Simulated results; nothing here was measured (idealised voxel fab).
The document below concerns the process module designated voxel released beams.
This is section cut - it's 170 nm across, gridded in 5 nm square cells.
How to read a cross-section here: the picture is a grid of square cells, written as bands going from the top down, and any band can span one or more rows of cells.
Heights first: top, then bottom, in nm. Then materials, left to right, each with a width in nm. "full width" on a single material: fills the band edge to edge. "empty": empty space.
Zero point of the height axis is 0; under it, received wafer = one material. Lowest band: continues down indefinitely, "0 down".
Width "30->40": first value at the band's top row of cells, second value at its bottom row, equal change from row to row.
"nothing different" for a step: no cell of the cross-section changed in that step.
"Internal closed voids": sealed empty spaces, 8 cells or more, no open way to top, listed width x height at distance, with distance from the left edge and width, height and distance in nm.
If you see something after the settings on a step's line, that's the simulator's own remark about that step.
If you see "overlay nm" on a step's line and that step has a mask, it's telling you how far right of where it was planned the mask ended up; a negative number means it went left instead.
Process steps foreseen in the plan:
step 1: RECEIVE: material Si
step 2: CONFORMAL_DEP: material Al2O3, thk nm 10
step 3: DIRECTIONAL_DEP: material SiO2, thk nm 20
step 4: PATTERN: tone open, mask id ANCHOR, material resist, width nm 30, thk nm 20, overlay nm 0
step 5: DIRECTIONAL_ETCH: etch materials SiO2, depth nm 20
step 6: STRIP: etch materials resist
step 7: CONFORMAL_DEP: material W, thk nm 10
step 8: PATTERN: tone cover, mask id BEAM, material resist, width nm 75, thk nm 15, overlay nm 0
step 9: DIRECTIONAL_ETCH: etch materials W, depth nm 10
step 10: STRIP: etch materials resist
step 11: STRIP: etch materials SiO2
Cross-section of the incoming wafer, state after step 1:
  0 down | Si full width
  Internal closed voids: none
Same starting wafer, same plan as above, one mistake in the execution; this is the cross-section at the end of the module:
  40 to 35 | 45 of empty, then 15 of W, then 10 of empty, then 50 of W, then 50 of empty
  35 to 30 | 60 of W, then 10 of empty, then 100 of W
  30 to 20 | 50 of SiO2, then 10 of W, then 10 of empty, then 10 of W, then 90 of SiO2
  20 to 10 | 50 of SiO2, then 30 of W, then 90 of SiO2
  10 to 0 | Al2O3 full width
  0 down | Si full width
  Internal closed voids: none
Run error: it should be noted that step 9 was executed with settings other than those planned, the operation and settings actually applied being DIRECTIONAL_ETCH: etch materials W, depth nm 5
